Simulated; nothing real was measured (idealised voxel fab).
Process module in this document: voxel released beams
This is section cut - it's 160 nm across, gridded in 5 nm square cells.
How to read a cross-section here: the picture is a grid of square cells, written as bands going from the top down, and any band can span one or more rows of cells.
The entry gives the band's vertical extent as a top height and a bottom height in nm, then its horizontal make-up as materials from left to right, each with a width in nm. "air" stands for empty space; a single material marked "full width" fills the band edge to edge.
Measure heights from 0. That's the level where, below it, the as-received wafer is all one material. The lowest band is bottomless and extends downward; write it as in "0 -> down".
Top row gets the first number, bottom row gets the second, and each row in between changes by the same step: that is how a band width like "30..40" works.
"nothing altered" after a step means that no cell of the cross-section changed.
Enclosed voids (no open way to top), threshold 8 cells or more, entry "Trapped void list", notation width x height at distance, distance from left edge, nm.
It should be noted that, on the line of a given step, the content following the step's settings is a remark produced by the simulator itself with respect to that step.
A step line may carry the setting "overlay nm", which, for steps involving a mask, states the distance by which the mask lay to the right of its intended position; negative values denote displacement to the left.
Here's what the planned process steps look like:
step 1: RECEIVE [material Si]
step 2: CONFORMAL_DEP [material Al2O3] [thk nm 10]
step 3: DIRECTIONAL_DEP [material SiO2] [thk nm 10]
step 4: PATTERN [tone open] [mask id ANCHOR] [material resist] [width nm 30] [thk nm 15] [overlay nm 0]
step 5: DIRECTIONAL_ETCH [etch materials SiO2] [depth nm 10]
step 6: STRIP [etch materials resist]
step 7: CONFORMAL_DEP [material SiN] [thk nm 10]
step 8: DIRECTIONAL_DEP [material aC] [thk nm 15]
step 9: PATTERN [tone cover] [mask id BEAM] [material resist] [width nm 95] [thk nm 30] [overlay nm 0]
step 10: DIRECTIONAL_ETCH [etch materials aC] [depth nm 15]
step 11: STRIP [etch materials resist]
step 12: DIRECTIONAL_ETCH [etch materials SiN] [depth nm 10]
step 13: STRIP [etch materials aC]
step 14: STRIP [etch materials SiO2]
Cross-section of the incoming wafer, state after step 1:
0 -> down = Si full width
Trapped void list: none
First of two wafers at the end of the module, shown in cross-section; run carried out as planned:
30 -> 20 = air: 30  SiN: 15  air: 10  SiN: 70  air: 35
20 -> 10 = air: 35  SiN: 30  air: 95
10 -> 0 = Al2O3 full width
0 -> down = Si full width
Trapped void list: none
Second wafer through the module, sectioned at the end: same beginning and same plan as the first wafer, with one mistake in carrying it out:
35 -> 25 = air: 30  SiN: 95  air: 35
25 -> 20 = SiN full width
20 -> 10 = SiO2: 35  SiN: 30  SiO2: 95
10 -> 0 = Al2O3 full width
0 -> down = Si full width
Trapped void list: none
Want to know what went wrong? note that step 7 departed from the planned setting and was carried out as CONFORMAL_DEP [material SiN] [thk nm 15]
At the finish, the second wafer shows more or fewer cells for some materials than the first does: SiN +36; SiO2 +52
